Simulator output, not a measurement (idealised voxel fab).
process module | voxel transistor to metal
cross-section cut | 285 nm wide | cells 5 nm
A cross-section is a grid of square cells, given in bands from the top down. A band is one or more rows of cells.
Each band's line starts with the height of the band's top and of its bottom, in nm. Then come its materials from left to right, each with its width in nm. One material with "throughout" fills the band from edge to edge. "air" is empty space.
Height 0 is the level under which the wafer as received is all one material. The lowest band goes on downwards, as in "0 down".
A width such as "30 to 40" changes by the same amount from each row of cells to the next, from the band's top row to its bottom row.
"no change" after a step means that no cell of the cross-section changed.
closed voids: empty space of 8 cells or more with no open way to the top, each as width x height at its distance from the left edge, in nm
after a step's settings: what the simulator itself notes on the step
overlay nm, on a step with a mask: how far to the right of its planned place the mask lay; to the left if negative
plan
1 op RECEIVE | material Si
2 op CONFORMAL_DEP | material SiO2 | thk nm 5
3 op CONFORMAL_DEP | material SiN | thk nm 10
4 op PATTERN | tone cover | mask id ACTIVE | material resist | width nm 110 | pitch nm 135 | thk nm 20 | overlay nm 0
5 op DIRECTIONAL_ETCH | etch materials SiN | depth nm 10
6 op DIRECTIONAL_ETCH | etch materials SiO2 | depth nm 5
7 op DIRECTIONAL_ETCH | etch materials Si | depth nm 25
8 op STRIP | etch materials resist
9 op FILL_DEP | material SiO2 | thk nm 5
10 op CMP | height nm 15
11 op SELECTIVE_ETCH | etch materials SiO2 | depth nm 5
12 op STRIP | etch materials SiN
13 op SELECTIVE_ETCH | etch materials SiO2 | depth nm 5
14 op OXIDIZE | depth nm 5
15 op DIRECTIONAL_DEP | material polySi | thk nm 30
16 op DIRECTIONAL_DEP | material SiCN | thk nm 10
17 op MASKED_ETCH | tone cover | mask id GATE | width nm 20 | pitch nm 135 | etch materials SiCN | depth nm 20 | overlay nm 0
18 op MASKED_ETCH | tone cover | mask id GATE | width nm 20 | pitch nm 135 | etch materials polySi | depth nm 40 | overlay nm 0
19 op CONFORMAL_DEP | material SiO2 | thk nm 5
20 op DIRECTIONAL_ETCH | etch materials SiO2 | depth nm 5
21 op CONFORMAL_DEP | material SiN | thk nm 10
22 op DIRECTIONAL_ETCH | etch materials SiN | depth nm 10
23 op DIRECTIONAL_ETCH | etch materials SiO2 | depth nm 5
24 op EPI | material SiGe | thk nm 5
25 op FILL_DEP | material SiO2 | thk nm 5
26 op CMP | height nm 40
27 op DIRECTIONAL_DEP | material SiO2 | thk nm 15
28 op PATTERN | tone open | mask id CONTACT | material resist | width nm 30 | thk nm 20 | overlay nm 0
29 op DIRECTIONAL_ETCH | etch materials SiO2 | depth nm 55
30 op STRIP | etch materials resist
31 op CONFORMAL_DEP | material TiN | thk nm 5
32 op FILL_DEP | material W | thk nm 5
33 op CMP | height nm 55
34 op DIRECTIONAL_DEP | material TiN | thk nm 5
35 op DIRECTIONAL_DEP | material Ru | thk nm 25
36 op PATTERN | tone cover | mask id METAL_1 | material resist | width nm 20 | thk nm 15 | overlay nm 0
37 op DIRECTIONAL_ETCH | etch materials Ru | depth nm 25
38 op DIRECTIONAL_ETCH | etch materials TiN | depth nm 5
39 op STRIP | etch materials resist
40 op FILL_DEP | material SiO2 | thk nm 5
41 op CMP | height nm 85
42 op CONFORMAL_DEP | material SiCN | thk nm 5
first wafer, as planned
as received, after step 1
  0 down: Si throughout
  closed voids: none
after step 2
  5 to 0: SiO2 throughout
  below 0: unchanged
after step 3
  15 to 5: SiN throughout
  below 5: unchanged
after step 4
  35 to 15: air 20 | resist 110 | air 25 | resist 110 | air 20
  below 15: unchanged
after step 5
  35 to 15: air 20 | resist 110 | air 25 | resist 110 | air 20
  15 to 5: air 20 | SiN 110 | air 25 | SiN 110 | air 20
  below 5: unchanged
after step 6
  35 to 15: air 20 | resist 110 | air 25 | resist 110 | air 20
  15 to 5: air 20 | SiN 110 | air 25 | SiN 110 | air 20
  5 to 0: air 20 | SiO2 110 | air 25 | SiO2 110 | air 20
  below 0: unchanged
after step 7
  35 to 15: air 20 | resist 110 | air 25 | resist 110 | air 20
  15 to 5: air 20 | SiN 110 | air 25 | SiN 110 | air 20
  5 to 0: air 20 | SiO2 110 | air 25 | SiO2 110 | air 20
  0 to -25: air 20 | Si 110 | air 25 | Si 110 | air 20
  below -25: unchanged
after step 8
  15 to 5: air 20 | SiN 110 | air 25 | SiN 110 | air 20
  below 5: unchanged
after step 9
  20 to 15: SiO2 throughout
  15 to 5: SiO2 20 | SiN 110 | SiO2 25 | SiN 110 | SiO2 20
  5 to 0: SiO2 throughout
  0 to -25: SiO2 20 | Si 110 | SiO2 25 | Si 110 | SiO2 20
  below -25: unchanged
after step 10
  15 to 5: SiO2 20 | SiN 110 | SiO2 25 | SiN 110 | SiO2 20
  below 5: unchanged
after step 11
  15 to 10: air 20 | SiN 110 | air 25 | SiN 110 | air 20
  below 10: unchanged
after step 12
  10 to 5: SiO2 20 | air 110 | SiO2 25 | air 110 | SiO2 20
  below 5: unchanged
after step 13
  5 to 0: SiO2 15 | air 120 | SiO2 15 | air 120 | SiO2 15
  below 0: unchanged
after step 14
  5 to 0: SiO2 15 | air 120 | SiO2 15 | air 120 | SiO2 15
  0 to -5: SiO2 throughout
  below -5: unchanged
after step 15
  35 to 30: polySi 15 | air 120 | polySi 15 | air 120 | polySi 15
  30 to 5: polySi throughout
  5 to 0: SiO2 15 | polySi 120 | SiO2 15 | polySi 120 | SiO2 15
  below 0: unchanged
after step 16
  45 to 40: SiCN 15 | air 120 | SiCN 15 | air 120 | SiCN 15
  40 to 35: SiCN throughout
  35 to 30: polySi 15 | SiCN 120 | polySi 15 | SiCN 120 | polySi 15
  below 30: unchanged
after step 17
  40 to 35: air 65 | SiCN 20 | air 115 | SiCN 20 | air 65
  35 to 30: polySi 15 | air 50 | SiCN 20 | air 50 | polySi 15 | air 50 | SiCN 20 | air 50 | polySi 15
  below 30: unchanged
after step 18
  40 to 30: air 65 | SiCN 20 | air 115 | SiCN 20 | air 65
  30 to 5: air 65 | polySi 20 | air 115 | polySi 20 | air 65
  5 to 0: SiO2 15 | air 50 | polySi 20 | air 50 | SiO2 15 | air 50 | polySi 20 | air 50 | SiO2 15
  below 0: unchanged
after step 19
  45 to 40: air 60 | SiO2 30 | air 105 | SiO2 30 | air 60
  40 to 30: air 60 | SiO2 5 | SiCN 20 | SiO2 5 | air 105 | SiO2 5 | SiCN 20 | SiO2 5 | air 60
  30 to 10: air 60 | SiO2 5 | polySi 20 | SiO2 5 | air 105 | SiO2 5 | polySi 20 | SiO2 5 | air 60
  10 to 5: SiO2 20 | air 40 | SiO2 5 | polySi 20 | SiO2 5 | air 40 | SiO2 25 | air 40 | SiO2 5 | polySi 20 | SiO2 5 | air 40 | SiO2 20
  5 to 0: SiO2 65 | polySi 20 | SiO2 115 | polySi 20 | SiO2 65
  below 0: unchanged
after step 20
  40 to 30: air 60 | SiO2 5 | SiCN 20 | SiO2 5 | air 105 | SiO2 5 | SiCN 20 | SiO2 5 | air 60
  30 to 5: air 60 | SiO2 5 | polySi 20 | SiO2 5 | air 105 | SiO2 5 | polySi 20 | SiO2 5 | air 60
  5 to 0: SiO2 20 | air 40 | SiO2 5 | polySi 20 | SiO2 5 | air 40 | SiO2 25 | air 40 | SiO2 5 | polySi 20 | SiO2 5 | air 40 | SiO2 20
  below 0: unchanged
after step 21
  50 to 40: air 50 | SiN 50 | air 85 | SiN 50 | air 50
  40 to 30: air 50 | SiN 10 | SiO2 5 | SiCN 20 | SiO2 5 | SiN 10 | air 85 | SiN 10 | SiO2 5 | SiCN 20 | SiO2 5 | SiN 10 | air 50
  30 to 15: air 50 | SiN 10 | SiO2 5 | polySi 20 | SiO2 5 | SiN 10 | air 85 | SiN 10 | SiO2 5 | polySi 20 | SiO2 5 | SiN 10 | air 50
  15 to 10: SiN 30 | air 20 | SiN 10 | SiO2 5 | polySi 20 | SiO2 5 | SiN 10 | air 20 | SiN 45 | air 20 | SiN 10 | SiO2 5 | polySi 20 | SiO2 5 | SiN 10 | air 20 | SiN 30
  10 to 5: SiN 60 | SiO2 5 | polySi 20 | SiO2 5 | SiN 105 | SiO2 5 | polySi 20 | SiO2 5 | SiN 60
  5 to 0: SiO2 20 | SiN 40 | SiO2 5 | polySi 20 | SiO2 5 | SiN 40 | SiO2 25 | SiN 40 | SiO2 5 | polySi 20 | SiO2 5 | SiN 40 | SiO2 20
  below 0: unchanged
after step 22
  40 to 30: air 50 | SiN 10 | SiO2 5 | SiCN 20 | SiO2 5 | SiN 10 | air 85 | SiN 10 | SiO2 5 | SiCN 20 | SiO2 5 | SiN 10 | air 50
  30 to 5: air 50 | SiN 10 | SiO2 5 | polySi 20 | SiO2 5 | SiN 10 | air 85 | SiN 10 | SiO2 5 | polySi 20 | SiO2 5 | SiN 10 | air 50
  5 to 0: SiO2 20 | SiN 10 | air 20 | SiN 10 | SiO2 5 | polySi 20 | SiO2 5 | SiN 10 | air 20 | SiN 10 | SiO2 25 | SiN 10 | air 20 | SiN 10 | SiO2 5 | polySi 20 | SiO2 5 | SiN 10 | air 20 | SiN 10 | SiO2 20
  below 0: unchanged
after step 23
  40 to 35: air 50 | SiN 10 | air 5 | SiCN 20 | air 5 | SiN 10 | air 85 | SiN 10 | air 5 | SiCN 20 | air 5 | SiN 10 | air 50
  35 to 30: air 50 | SiN 10 | SiO2 5 | SiCN 20 | SiO2 5 | SiN 10 | air 85 | SiN 10 | SiO2 5 | SiCN 20 | SiO2 5 | SiN 10 | air 50
  30 to 5: air 50 | SiN 10 | SiO2 5 | polySi 20 | SiO2 5 | SiN 10 | air 85 | SiN 10 | SiO2 5 | polySi 20 | SiO2 5 | SiN 10 | air 50
  5 to 0: air 20 | SiN 10 | air 20 | SiN 10 | SiO2 5 | polySi 20 | SiO2 5 | SiN 10 | air 20 | SiN 10 | air 25 | SiN 10 | air 20 | SiN 10 | SiO2 5 | polySi 20 | SiO2 5 | SiN 10 | air 20 | SiN 10 | air 20
  0 to -5: SiO2 30 | air 20 | SiO2 50 | air 20 | SiO2 45 | air 20 | SiO2 50 | air 20 | SiO2 30
  below -5: unchanged
after step 24
  40 to 35: air 50 | SiN 10 | air 5 | SiCN 20 | air 5 | SiN 10 | air 85 | SiN 10 | air 5 | SiCN 20 | air 5 | SiN 10 | air 50
  35 to 30: air 50 | SiN 10 | SiO2 5 | SiCN 20 | SiO2 5 | SiN 10 | air 85 | SiN 10 | SiO2 5 | SiCN 20 | SiO2 5 | SiN 10 | air 50
  30 to 5: air 50 | SiN 10 | SiO2 5 | polySi 20 | SiO2 5 | SiN 10 | air 85 | SiN 10 | SiO2 5 | polySi 20 | SiO2 5 | SiN 10 | air 50
  5 to 0: air 20 | SiN 10 | air 20 | SiN 10 | SiO2 5 | polySi 20 | SiO2 5 | SiN 10 | air 20 | SiN 10 | air 25 | SiN 10 | air 20 | SiN 10 | SiO2 5 | polySi 20 | SiO2 5 | SiN 10 | air 20 | SiN 10 | air 20
  0 to -5: SiO2 30 | SiGe 20 | SiO2 50 | SiGe 20 | SiO2 45 | SiGe 20 | SiO2 50 | SiGe 20 | SiO2 30
  below -5: unchanged
after step 25
  45 to 40: SiO2 throughout
  40 to 30: SiO2 50 | SiN 10 | SiO2 5 | SiCN 20 | SiO2 5 | SiN 10 | SiO2 85 | SiN 10 | SiO2 5 | SiCN 20 | SiO2 5 | SiN 10 | SiO2 50
  30 to 5: SiO2 50 | SiN 10 | SiO2 5 | polySi 20 | SiO2 5 | SiN 10 | SiO2 85 | SiN 10 | SiO2 5 | polySi 20 | SiO2 5 | SiN 10 | SiO2 50
  5 to 0: SiO2 20 | SiN 10 | SiO2 20 | SiN 10 | SiO2 5 | polySi 20 | SiO2 5 | SiN 10 | SiO2 20 | SiN 10 | SiO2 25 | SiN 10 | SiO2 20 | SiN 10 | SiO2 5 | polySi 20 | SiO2 5 | SiN 10 | SiO2 20 | SiN 10 | SiO2 20
  below 0: unchanged
after step 26
  40 to 30: SiO2 50 | SiN 10 | SiO2 5 | SiCN 20 | SiO2 5 | SiN 10 | SiO2 85 | SiN 10 | SiO2 5 | SiCN 20 | SiO2 5 | SiN 10 | SiO2 50
  below 30: unchanged
after step 27
  55 to 40: SiO2 throughout
  below 40: unchanged
after step 28
  75 to 55: resist 30 | air 30 | resist 30 | air 30 | resist 45 | air 30 | resist 30 | air 30 | resist 30
  below 55: unchanged
after step 29
  75 to 55: resist 30 | air 30 | resist 30 | air 30 | resist 45 | air 30 | resist 30 | air 30 | resist 30
  55 to 40: SiO2 30 | air 30 | SiO2 30 | air 30 | SiO2 45 | air 30 | SiO2 30 | air 30 | SiO2 30
  40 to 30: SiO2 30 | air 20 | SiN 10 | SiO2 5 | SiCN 20 | SiO2 5 | SiN 10 | air 20 | SiO2 45 | air 20 | SiN 10 | SiO2 5 | SiCN 20 | SiO2 5 | SiN 10 | air 20 | SiO2 30
  30 to 5: SiO2 30 | air 20 | SiN 10 | SiO2 5 | polySi 20 | SiO2 5 | SiN 10 | air 20 | SiO2 45 | air 20 | SiN 10 | SiO2 5 | polySi 20 | SiO2 5 | SiN 10 | air 20 | SiO2 30
  5 to 0: SiO2 20 | SiN 10 | air 20 | SiN 10 | SiO2 5 | polySi 20 | SiO2 5 | SiN 10 | air 20 | SiN 10 | SiO2 25 | SiN 10 | air 20 | SiN 10 | SiO2 5 | polySi 20 | SiO2 5 | SiN 10 | air 20 | SiN 10 | SiO2 20
  below 0: unchanged
after step 30
  55 to 40: SiO2 30 | air 30 | SiO2 30 | air 30 | SiO2 45 | air 30 | SiO2 30 | air 30 | SiO2 30
  below 40: unchanged
after step 31
  60 to 55: TiN 35 | air 20 | TiN 40 | air 20 | TiN 55 | air 20 | TiN 40 | air 20 | TiN 35
  55 to 45: SiO2 30 | TiN 5 | air 20 | TiN 5 | SiO2 30 | TiN 5 | air 20 | TiN 5 | SiO2 45 | TiN 5 | air 20 | TiN 5 | SiO2 30 | TiN 5 | air 20 | TiN 5 | SiO2 30
  45 to 40: SiO2 30 | TiN 5 | air 10 | TiN 15 | SiO2 30 | TiN 15 | air 10 | TiN 5 | SiO2 45 | TiN 5 | air 10 | TiN 15 | SiO2 30 | TiN 15 | air 10 | TiN 5 | SiO2 30
  40 to 30: SiO2 30 | TiN 5 | air 10 | TiN 5 | SiN 10 | SiO2 5 | SiCN 20 | SiO2 5 | SiN 10 | TiN 5 | air 10 | TiN 5 | SiO2 45 | TiN 5 | air 10 | TiN 5 | SiN 10 | SiO2 5 | SiCN 20 | SiO2 5 | SiN 10 | TiN 5 | air 10 | TiN 5 | SiO2 30
  30 to 5: SiO2 30 | TiN 5 | air 10 | TiN 5 | SiN 10 | SiO2 5 | polySi 20 | SiO2 5 | SiN 10 | TiN 5 | air 10 | TiN 5 | SiO2 45 | TiN 5 | air 10 | TiN 5 | SiN 10 | SiO2 5 | polySi 20 | SiO2 5 | SiN 10 | TiN 5 | air 10 | TiN 5 | SiO2 30
  5 to 0: SiO2 20 | SiN 10 | TiN 20 | SiN 10 | SiO2 5 | polySi 20 | SiO2 5 | SiN 10 | TiN 20 | SiN 10 | SiO2 25 | SiN 10 | TiN 20 | SiN 10 | SiO2 5 | polySi 20 | SiO2 5 | SiN 10 | TiN 20 | SiN 10 | SiO2 20
  below 0: unchanged
after step 32
  65 to 60: W throughout
  60 to 55: TiN 35 | W 20 | TiN 40 | W 20 | TiN 55 | W 20 | TiN 40 | W 20 | TiN 35
  55 to 45: SiO2 30 | TiN 5 | W 20 | TiN 5 | SiO2 30 | TiN 5 | W 20 | TiN 5 | SiO2 45 | TiN 5 | W 20 | TiN 5 | SiO2 30 | TiN 5 | W 20 | TiN 5 | SiO2 30
  45 to 40: SiO2 30 | TiN 5 | W 10 | TiN 15 | SiO2 30 | TiN 15 | W 10 | TiN 5 | SiO2 45 | TiN 5 | W 10 | TiN 15 | SiO2 30 | TiN 15 | W 10 | TiN 5 | SiO2 30
  40 to 30: SiO2 30 | TiN 5 | W 10 | TiN 5 | SiN 10 | SiO2 5 | SiCN 20 | SiO2 5 | SiN 10 | TiN 5 | W 10 | TiN 5 | SiO2 45 | TiN 5 | W 10 | TiN 5 | SiN 10 | SiO2 5 | SiCN 20 | SiO2 5 | SiN 10 | TiN 5 | W 10 | TiN 5 | SiO2 30
  30 to 5: SiO2 30 | TiN 5 | W 10 | TiN 5 | SiN 10 | SiO2 5 | polySi 20 | SiO2 5 | SiN 10 | TiN 5 | W 10 | TiN 5 | SiO2 45 | TiN 5 | W 10 | TiN 5 | SiN 10 | SiO2 5 | polySi 20 | SiO2 5 | SiN 10 | TiN 5 | W 10 | TiN 5 | SiO2 30
  below 5: unchanged
after step 33
  55 to 45: SiO2 30 | TiN 5 | W 20 | TiN 5 | SiO2 30 | TiN 5 | W 20 | TiN 5 | SiO2 45 | TiN 5 | W 20 | TiN 5 | SiO2 30 | TiN 5 | W 20 | TiN 5 | SiO2 30
  below 45: unchanged
after step 34
  60 to 55: TiN throughout
  below 55: unchanged
after step 35
  85 to 60: Ru throughout
  below 60: unchanged
after step 36
  100 to 85: air 30 | resist 20 | air 50 | resist 20 | air 45 | resist 20 | air 50 | resist 20 | air 30
  below 85: unchanged
after step 37
  100 to 85: air 30 | resist 20 | air 50 | resist 20 | air 45 | resist 20 | air 50 | resist 20 | air 30
  85 to 60: air 30 | Ru 20 | air 50 | Ru 20 | air 45 | Ru 20 | air 50 | Ru 20 | air 30
  below 60: unchanged
after step 38
  100 to 85: air 30 | resist 20 | air 50 | resist 20 | air 45 | resist 20 | air 50 | resist 20 | air 30
  85 to 60: air 30 | Ru 20 | air 50 | Ru 20 | air 45 | Ru 20 | air 50 | Ru 20 | air 30
  60 to 55: air 30 | TiN 20 | air 50 | TiN 20 | air 45 | TiN 20 | air 50 | TiN 20 | air 30
  below 55: unchanged
after step 39
  85 to 60: air 30 | Ru 20 | air 50 | Ru 20 | air 45 | Ru 20 | air 50 | Ru 20 | air 30
  below 60: unchanged
after step 40
  90 to 85: SiO2 throughout
  85 to 60: SiO2 30 | Ru 20 | SiO2 50 | Ru 20 | SiO2 45 | Ru 20 | SiO2 50 | Ru 20 | SiO2 30
  60 to 55: SiO2 30 | TiN 20 | SiO2 50 | TiN 20 | SiO2 45 | TiN 20 | SiO2 50 | TiN 20 | SiO2 30
  below 55: unchanged
after step 41
  85 to 60: SiO2 30 | Ru 20 | SiO2 50 | Ru 20 | SiO2 45 | Ru 20 | SiO2 50 | Ru 20 | SiO2 30
  below 60: unchanged
after step 42
  90 to 85: SiCN throughout
  below 85: unchanged
second wafer: like start, like plan, one mistake. Through step 27 it matches the first wafer
when step 28 should have ended
  75 to 55: resist 35 | air 25 | resist 35 | air 25 | resist 50 | air 25 | resist 35 | air 25 | resist 30
  below 55: unchanged
when step 29 should have ended
  75 to 55: resist 35 | air 25 | resist 35 | air 25 | resist 50 | air 25 | resist 35 | air 25 | resist 30
  55 to 40: SiO2 35 | air 25 | SiO2 35 | air 25 | SiO2 50 | air 25 | SiO2 35 | air 25 | SiO2 30
  40 to 30: SiO2 35 | air 15 | SiN 10 | SiO2 5 | SiCN 20 | SiO2 5 | SiN 10 | air 20 | SiO2 50 | air 15 | SiN 10 | SiO2 5 | SiCN 20 | SiO2 5 | SiN 10 | air 20 | SiO2 30
  30 to 5: SiO2 35 | air 15 | SiN 10 | SiO2 5 | polySi 20 | SiO2 5 | SiN 10 | air 20 | SiO2 50 | air 15 | SiN 10 | SiO2 5 | polySi 20 | SiO2 5 | SiN 10 | air 20 | SiO2 30
  5 to 0: SiO2 20 | SiN 10 | SiO2 5 | air 15 | SiN 10 | SiO2 5 | polySi 20 | SiO2 5 | SiN 10 | air 20 | SiN 10 | SiO2 25 | SiN 10 | SiO2 5 | air 15 | SiN 10 | SiO2 5 | polySi 20 | SiO2 5 | SiN 10 | air 20 | SiN 10 | SiO2 20
  below 0: unchanged
when step 30 should have ended
  55 to 40: SiO2 35 | air 25 | SiO2 35 | air 25 | SiO2 50 | air 25 | SiO2 35 | air 25 | SiO2 30
  below 40: unchanged
when step 31 should have ended
  60 to 55: TiN 40 | air 15 | TiN 45 | air 15 | TiN 60 | air 15 | TiN 45 | air 15 | TiN 35
  55 to 45: SiO2 35 | TiN 5 | air 15 | TiN 5 | SiO2 35 | TiN 5 | air 15 | TiN 5 | SiO2 50 | TiN 5 | air 15 | TiN 5 | SiO2 35 | TiN 5 | air 15 | TiN 5 | SiO2 30
  45 to 40: SiO2 35 | TiN 5 | air 5 | TiN 15 | SiO2 35 | TiN 10 | air 10 | TiN 5 | SiO2 50 | TiN 5 | air 5 | TiN 15 | SiO2 35 | TiN 10 | air 10 | TiN 5 | SiO2 30
  40 to 30: SiO2 35 | TiN 5 | air 5 | TiN 5 | SiN 10 | SiO2 5 | SiCN 20 | SiO2 5 | SiN 10 | TiN 5 | air 10 | TiN 5 | SiO2 50 | TiN 5 | air 5 | TiN 5 | SiN 10 | SiO2 5 | SiCN 20 | SiO2 5 | SiN 10 | TiN 5 | air 10 | TiN 5 | SiO2 30
  30 to 5: SiO2 35 | TiN 5 | air 5 | TiN 5 | SiN 10 | SiO2 5 | polySi 20 | SiO2 5 | SiN 10 | TiN 5 | air 10 | TiN 5 | SiO2 50 | TiN 5 | air 5 | TiN 5 | SiN 10 | SiO2 5 | polySi 20 | SiO2 5 | SiN 10 | TiN 5 | air 10 | TiN 5 | SiO2 30
  5 to 0: SiO2 20 | SiN 10 | SiO2 5 | TiN 15 | SiN 10 | SiO2 5 | polySi 20 | SiO2 5 | SiN 10 | TiN 20 | SiN 10 | SiO2 25 | SiN 10 | SiO2 5 | TiN 15 | SiN 10 | SiO2 5 | polySi 20 | SiO2 5 | SiN 10 | TiN 20 | SiN 10 | SiO2 20
  below 0: unchanged
when step 32 should have ended
  65 to 60: W throughout
  60 to 55: TiN 40 | W 15 | TiN 45 | W 15 | TiN 60 | W 15 | TiN 45 | W 15 | TiN 35
  55 to 45: SiO2 35 | TiN 5 | W 15 | TiN 5 | SiO2 35 | TiN 5 | W 15 | TiN 5 | SiO2 50 | TiN 5 | W 15 | TiN 5 | SiO2 35 | TiN 5 | W 15 | TiN 5 | SiO2 30
  45 to 40: SiO2 35 | TiN 5 | W 5 | TiN 15 | SiO2 35 | TiN 10 | W 10 | TiN 5 | SiO2 50 | TiN 5 | W 5 | TiN 15 | SiO2 35 | TiN 10 | W 10 | TiN 5 | SiO2 30
  40 to 30: SiO2 35 | TiN 5 | W 5 | TiN 5 | SiN 10 | SiO2 5 | SiCN 20 | SiO2 5 | SiN 10 | TiN 5 | W 10 | TiN 5 | SiO2 50 | TiN 5 | W 5 | TiN 5 | SiN 10 | SiO2 5 | SiCN 20 | SiO2 5 | SiN 10 | TiN 5 | W 10 | TiN 5 | SiO2 30
  30 to 5: SiO2 35 | TiN 5 | W 5 | TiN 5 | SiN 10 | SiO2 5 | polySi 20 | SiO2 5 | SiN 10 | TiN 5 | W 10 | TiN 5 | SiO2 50 | TiN 5 | W 5 | TiN 5 | SiN 10 | SiO2 5 | polySi 20 | SiO2 5 | SiN 10 | TiN 5 | W 10 | TiN 5 | SiO2 30
  below 5: unchanged
when step 33 should have ended
  55 to 45: SiO2 35 | TiN 5 | W 15 | TiN 5 | SiO2 35 | TiN 5 | W 15 | TiN 5 | SiO2 50 | TiN 5 | W 15 | TiN 5 | SiO2 35 | TiN 5 | W 15 | TiN 5 | SiO2 30
  below 45: unchanged
when step 34 should have ended
  60 to 55: TiN throughout
  below 55: unchanged
when step 35 should have ended
  85 to 60: Ru throughout
  below 60: unchanged
when step 36 should have ended
  100 to 85: air 30 | resist 20 | air 50 | resist 20 | air 45 | resist 20 | air 50 | resist 20 | air 30
  below 85: unchanged
when step 37 should have ended
  100 to 85: air 30 | resist 20 | air 50 | resist 20 | air 45 | resist 20 | air 50 | resist 20 | air 30
  85 to 60: air 30 | Ru 20 | air 50 | Ru 20 | air 45 | Ru 20 | air 50 | Ru 20 | air 30
  below 60: unchanged
when step 38 should have ended
  100 to 85: air 30 | resist 20 | air 50 | resist 20 | air 45 | resist 20 | air 50 | resist 20 | air 30
  85 to 60: air 30 | Ru 20 | air 50 | Ru 20 | air 45 | Ru 20 | air 50 | Ru 20 | air 30
  60 to 55: air 30 | TiN 20 | air 50 | TiN 20 | air 45 | TiN 20 | air 50 | TiN 20 | air 30
  below 55: unchanged
when step 39 should have ended
  85 to 60: air 30 | Ru 20 | air 50 | Ru 20 | air 45 | Ru 20 | air 50 | Ru 20 | air 30
  below 60: unchanged
when step 40 should have ended
  90 to 85: SiO2 throughout
  85 to 60: SiO2 30 | Ru 20 | SiO2 50 | Ru 20 | SiO2 45 | Ru 20 | SiO2 50 | Ru 20 | SiO2 30
  60 to 55: SiO2 30 | TiN 20 | SiO2 50 | TiN 20 | SiO2 45 | TiN 20 | SiO2 50 | TiN 20 | SiO2 30
  below 55: unchanged
when step 41 should have ended
  85 to 60: SiO2 30 | Ru 20 | SiO2 50 | Ru 20 | SiO2 45 | Ru 20 | SiO2 50 | Ru 20 | SiO2 30
  below 60: unchanged
when step 42 should have ended
  90 to 85: SiCN throughout
  below 85: unchanged
what went wrong: step 28 ran as: op PATTERN | tone open | mask id CONTACT | material resist | width nm 25 | thk nm 20 | overlay nm 0
at the end the second wafer has, in cells: 28 more of SiO2 | 4 fewer of TiN | 24 fewer of W
